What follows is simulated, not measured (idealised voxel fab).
Herein follows the process module entitled voxel ribs on slabs.
Section cut is 250 nm wide and gridded with 5 nm square cells.
A cross-section is written here as square cells arranged in a grid, and it is given in bands from the top down, each band taking up one or more rows of cells. Band: top and bottom heights (nm) first, top before bottom; then materials from left to right, widths in nm. "everywhere" marks a sole material filling the band edge to edge. "empty" denotes empty space. Zero point of the height axis is 0; under it, received wafer = one material. Lowest band: continues down indefinitely, "z 0 and below". The notation "30->40" denotes a width that varies across the rows of cells in the band, beginning at the first number in the top row, finishing at the second number in the bottom row, and changing by an identical amount from each row to the next. "everything unchanged" for a step: no cell of the cross-section changed in that step. Basically, "Entrapped voids" tells you about the enclosed voids: empty spaces with no open way to the top, 8 cells or bigger, each written width x height at distance, where distance is from the left edge, all in nm. It should be noted that, on the line of a given step, the content following the step's settings is a remark produced by the simulator itself with respect to that step. The "overlay nm" setting may appear on a step's line; for a step that uses a mask, it gives how far to the right of its planned position the mask lay, and a negative value indicates the left.
The process steps that were planned are listed below:
1: RECEIVE with material Si
2: DIRECTIONAL_DEP with material SiO2, thk nm 25
3: DIRECTIONAL_DEP with material polySi, thk nm 15
4: DIRECTIONAL_DEP with material aC, thk nm 15
5: PATTERN with tone cover, mask id RIB, material resist, width nm 20, thk nm 35, overlay nm 0
6: DIRECTIONAL_ETCH with etch materials aC, depth nm 15
7: STRIP with etch materials resist
8: DIRECTIONAL_ETCH with etch materials polySi, depth nm 10
9: STRIP with etch materials aC
10: PATTERN with tone cover, mask id SLAB, material resist, width nm 40, thk nm 15, overlay nm 0
11: DIRECTIONAL_ETCH with etch materials polySi, depth nm 5
12: STRIP with etch materials resist
13: FILL_DEP with material SiO2, thk nm 30
14: CMP with height nm 60
15: DIRECTIONAL_DEP with material W, thk nm 5
16: PATTERN with tone cover, mask id HEATER, material resist, width nm 30, thk nm 20, overlay nm 0
17: DIRECTIONAL_ETCH with etch materials W, depth nm 5
18: STRIP with etch materials resist
19: CONFORMAL_DEP with material SiN, thk nm 5
The plan shows the width nm of step 10 as the first wafer had it; this setting differs between the wafers, which start out alike.
The first of several wafers, as received after step 1, seen in section:
    z 0 and below: Si everywhere
    Entrapped voids: none
Gained (+) or lost (-) cells of each material since receipt, then closed voids: one row per wafer, at the end of the module:
width nm 40; +52 SiN; +584 SiO2; +6 W; +16 polySi; Entrapped voids: none
width nm 45; +52 SiN; +583 SiO2; +6 W; +17 polySi; Entrapped voids: none
width nm 50; +52 SiN; +582 SiO2; +6 W; +18 polySi; Entrapped voids: none
width nm 55; +52 SiN; +581 SiO2; +6 W; +19 polySi; Entrapped voids: none
width nm 60; +52 SiN; +580 SiO2; +6 W; +20 polySi; Entrapped voids: none
width nm 65; +52 SiN; +579 SiO2; +6 W; +21 polySi; Entrapped voids: none
